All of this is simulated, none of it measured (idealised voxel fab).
process module | voxel wiring stack
cross-section cut | 180 nm wide | cells 5 nm
A cross-section is a grid of square cells, given in bands from the top down. A band is one or more rows of cells.
Each band's line starts with the height of the band's top and of its bottom, in nm. Then come its materials from left to right, each with its width in nm. One material with "throughout" fills the band from edge to edge. "air" is empty space.
Height 0 is the level under which the wafer as received is all one material. The lowest band goes on downwards, as in "0 down".
A width such as "30 to 40" changes by the same amount from each row of cells to the next, from the band's top row to its bottom row.
"no change" after a step means that no cell of the cross-section changed.
closed voids: empty space of 8 cells or more with no open way to the top, each as width x height at its distance from the left edge, in nm
after a step's settings: what the simulator itself notes on the step
overlay nm, on a step with a mask: how far to the right of its planned place the mask lay; to the left if negative
plan
1 op RECEIVE | material Si
2 op CONFORMAL_DEP | material SiO2 | thk nm 10
3 op DIRECTIONAL_DEP | material TiN | thk nm 5
4 op DIRECTIONAL_DEP | material W | thk nm 15
5 op DIRECTIONAL_DEP | material aC | thk nm 15
6 op PATTERN | tone cover | mask id METAL_1 | material resist | width nm 20 | pitch nm 45 | thk nm 30 | overlay nm 0
7 op DIRECTIONAL_ETCH | etch materials aC | depth nm 15
8 op STRIP | etch materials resist
9 op DIRECTIONAL_ETCH | etch materials W | depth nm 15
10 op DIRECTIONAL_ETCH | etch materials TiN | depth nm 5
11 op STRIP | etch materials aC
12 op FILL_DEP | material SiO2 | thk nm 10
13 op CMP | height nm 30
14 op CONFORMAL_DEP | material SiCN | thk nm 5
15 op DIRECTIONAL_DEP | material lowk | thk nm 35
16 op DIRECTIONAL_DEP | material aC | thk nm 15
17 op PATTERN | tone open | mask id METAL_2_HOLES | material resist | width nm 15 | thk nm 35 | overlay nm 0
18 op DIRECTIONAL_ETCH | etch materials aC | depth nm 15
19 op STRIP | etch materials resist
20 op DIRECTIONAL_ETCH | etch materials lowk | depth nm 35
21 op STRIP | etch materials aC
22 op DIRECTIONAL_DEP | material aC | thk nm 15
23 op PATTERN | tone open | mask id METAL_2 | material resist | width nm 20 | pitch nm 45 | thk nm 30 | overlay nm 0
24 op DIRECTIONAL_ETCH | etch materials aC | depth nm 15
25 op STRIP | etch materials resist
26 op DIRECTIONAL_ETCH | etch materials lowk | depth nm 20
27 op DIRECTIONAL_ETCH | etch materials SiCN | depth nm 5
28 op STRIP | etch materials aC
29 op CONFORMAL_DEP | material TiN | thk nm 5
30 op FILL_DEP | material Cu | thk nm 5
31 op CMP | height nm 70
32 op CONFORMAL_DEP | material SiN | thk nm 5
as received, after step 1
  0 down: Si throughout
  closed voids: none
a wafer at the end: this start, this plan, one mistake
  75 to 70: SiN throughout
  70 to 55: lowk 50 | TiN 5 | Cu 20 | TiN 5 | lowk 15 | TiN 5 | Cu 20 | TiN 5 | lowk 55
  55 to 50: lowk 50 | TiN 10 | Cu 5 | TiN 15 | lowk 15 | TiN 30 | lowk 55
  50 to 35: lowk 55 | TiN 5 | Cu 5 | TiN 5 | lowk 110
  35 to 30: SiCN 55 | TiN 15 | SiCN 110
  30 to 15: SiO2 55 | W 20 | SiO2 25 | W 20 | SiO2 60
  15 to 10: SiO2 55 | TiN 20 | SiO2 25 | TiN 20 | SiO2 60
  10 to 0: SiO2 throughout
  0 down: Si throughout
  closed voids: none
what went wrong: step 23 ran as: op PATTERN | tone open | mask id METAL_2 | material resist | width nm 30 | pitch nm 45 | thk nm 30 | overlay nm 0
